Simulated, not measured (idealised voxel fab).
Proc. module: voxel capacitor over wiring
Displayed cross-section: cut, width of 245 nm, square cells sized 5 nm.
Just so we're on the same page, the cross-sections are grids of square cells, and they're listed out in bands top to bottom, each band one or more rows deep.
In this notation a band is specified by the heights of its top and bottom, in that order and in nm, after which its materials appear from left to right, each paired with its width in nm. The word "edge to edge" attached to a single material means that material fills the band from edge to edge; the word "air" stands for empty space.
We count height from 0. Below that, the starting wafer is all one material. The lowest band never ends at the bottom but goes on down; see "0 and below" for how that is written.
Think of "30..40" as a width that walks from the first number to the second as you go down the band, top row to bottom row, taking equal-sized steps from row to row.
"all unchanged" (step): cross-section cells unchanged, all of them.
What "closed voids" gives you is every empty space of 8 cells or more that is cut off from the top. Each appears as width x height at distance, with the distance taken from the left edge and width, height and distance all in nm.
It should be noted that, on the line of a given step, the content following the step's settings is a remark produced by the simulator itself with respect to that step.
The "overlay nm" setting may appear on a step's line; for a step that uses a mask, it gives how far to the right of its planned position the mask lay, and a negative value indicates the left.

# So here's the lineup of process steps we planned
1. RECEIVE,material Si
2. CONFORMAL_DEP,material SiO2,thk nm 15
3. CONFORMAL_DEP,material SiCN,thk nm 5
4. DIRECTIONAL_DEP,material lowk,thk nm 25
5. DIRECTIONAL_DEP,material aC,thk nm 15
6. PATTERN,tone open,mask id METAL_1,material resist,width nm 15,pitch nm 90,thk nm 35,overlay nm 0
7. DIRECTIONAL_ETCH,etch materials aC,depth nm 15
8. STRIP,etch materials resist
9. DIRECTIONAL_ETCH,etch materials lowk,depth nm 25
10. DIRECTIONAL_ETCH,etch materials SiCN,depth nm 5
11. STRIP,etch materials aC
12. CONFORMAL_DEP,material TiN,thk nm 5
13. FILL_DEP,material Cu,thk nm 5
14. CMP,height nm 45
15. EPI,material Ru,thk nm 5
16. FILL_DEP,material SiCN,thk nm 5
17. DIRECTIONAL_DEP,material SiO2,thk nm 20
18. PATTERN,tone open,mask id PLUG_1,material resist,width nm 15,thk nm 20,overlay nm 0
19. DIRECTIONAL_ETCH,etch materials SiO2,depth nm 20
20. DIRECTIONAL_ETCH,etch materials SiCN,depth nm 5
21. STRIP,etch materials resist
22. EPI,material Ru,thk nm 10
23. EPI,material Ru,thk nm 10
24. EPI,material Ru,thk nm 5
25. DIRECTIONAL_DEP,material TiN,thk nm 5
26. DIRECTIONAL_DEP,material Al2O3,thk nm 5
27. DIRECTIONAL_DEP,material TiN,thk nm 5
28. MASKED_ETCH,tone cover,mask id UPPER_PLATE,width nm 75,etch materials TiN,depth nm 5,overlay nm 0
29. MASKED_ETCH,tone cover,mask id UPPER_PLATE,width nm 75,etch materials Al2O3,depth nm 5,overlay nm 0
30. DIRECTIONAL_DEP,material aC,thk nm 15
31. PATTERN,tone cover,mask id LOWER_PLATE,material resist,width nm 85,thk nm 30,overlay nm 0
32. DIRECTIONAL_ETCH,etch materials aC,depth nm 15
33. STRIP,etch materials resist
34. DIRECTIONAL_ETCH,etch materials TiN,depth nm 5
35. STRIP,etch materials aC
36. FILL_DEP,material SiO2,thk nm 20
37. CMP,height nm 105
38. DIRECTIONAL_DEP,material aC,thk nm 15
39. PATTERN,tone open,mask id PLUG_2,material resist,width nm 15,thk nm 35,overlay nm 0
40. DIRECTIONAL_ETCH,etch materials aC,depth nm 15
41. STRIP,etch materials resist
42. DIRECTIONAL_ETCH,etch materials SiO2,depth nm 15
43. STRIP,etch materials aC
44. CONFORMAL_DEP,material TiN,thk nm 5
45. FILL_DEP,material Cu,thk nm 10
46. CMP,height nm 105
47. CONFORMAL_DEP,material SiN,thk nm 5
Wafers differ in width nm at step 6; plan lists the first wafer's value; identical starting state.

# Incoming state of the first of several wafers in cross-section: after step 1
	0 and below  Si edge to edge
	closed voids: none

# First wafer of several, cross-section, module end, after step 47 (last)
	110 down to 105  SiN edge to edge
	105 down to 95  SiO2 (80), TiN (5), Cu (5), TiN (5), SiO2 (150)
	95 down to 85  SiO2 (80..70), TiN (15..75), SiO2 (150..100)
	85 down to 80  SiO2 (70), Al2O3 (75), SiO2 (100)
	80 down to 75  SiO2 (65), TiN (85), SiO2 (95)
	75 down to 55  SiO2 (70), Ru (15), SiO2 (160)
	55 down to 50  SiCN (70), Ru (15), SiCN (160)
	50 down to 45  SiCN (65), Ru (25), SiCN (65), Ru (25), SiCN (65)
	45 down to 20  lowk (70), TiN (5), Cu (5), TiN (5), lowk (75), TiN (5), Cu (5), TiN (5), lowk (70)
	20 down to 15  SiCN (70), TiN (15), SiCN (75), TiN (15), SiCN (70)
	15 down to 0  SiO2 edge to edge
	0 and below  Si edge to edge
	closed voids: none

# Last-wafer cross-section at the end of the module
	110 down to 105  SiN edge to edge
	105 down to 95  SiO2 (80), TiN (5), Cu (5), TiN (5), SiO2 (150)
	95 down to 85  SiO2 (80..70), TiN (15..75), SiO2 (150..100)
	85 down to 80  SiO2 (70), Al2O3 (75), SiO2 (100)
	80 down to 75  SiO2 (65), TiN (85), SiO2 (95)
	75 down to 55  SiO2 (70), Ru (15), SiO2 (160)
	55 down to 50  SiCN (70), Ru (15), SiCN (160)
	50 down to 45  SiCN (55), Ru (45), SiCN (45), Ru (45), SiCN (55)
	45 down to 20  lowk (60), TiN (5), Cu (25), TiN (5), lowk (55), TiN (5), Cu (25), TiN (5), lowk (60)
	20 down to 15  SiCN (60), TiN (35), SiCN (55), TiN (35), SiCN (60)
	15 down to 0  SiO2 edge to edge
	0 and below  Si edge to edge
	closed voids: none

# Wafer rows, end of module: cells per material gained (+) or lost (-) since receipt; closed voids last
width nm 15, +15 Al2O3, +12 Cu, +25 Ru, +128 SiCN, +49 SiN, +569 SiO2, +65 TiN, +215 lowk, closed voids: none
width nm 20, +15 Al2O3, +22 Cu, +27 Ru, +124 SiCN, +49 SiN, +569 SiO2, +67 TiN, +205 lowk, closed voids: none
width nm 25, +15 Al2O3, +32 Cu, +29 Ru, +120 SiCN, +49 SiN, +569 SiO2, +69 TiN, +195 lowk, closed voids: none
width nm 30, +15 Al2O3, +42 Cu, +31 Ru, +116 SiCN, +49 SiN, +569 SiO2, +71 TiN, +185 lowk, closed voids: none
width nm 35, +15 Al2O3, +52 Cu, +33 Ru, +112 SiCN, +49 SiN, +569 SiO2, +73 TiN, +175 lowk, closed voids: none
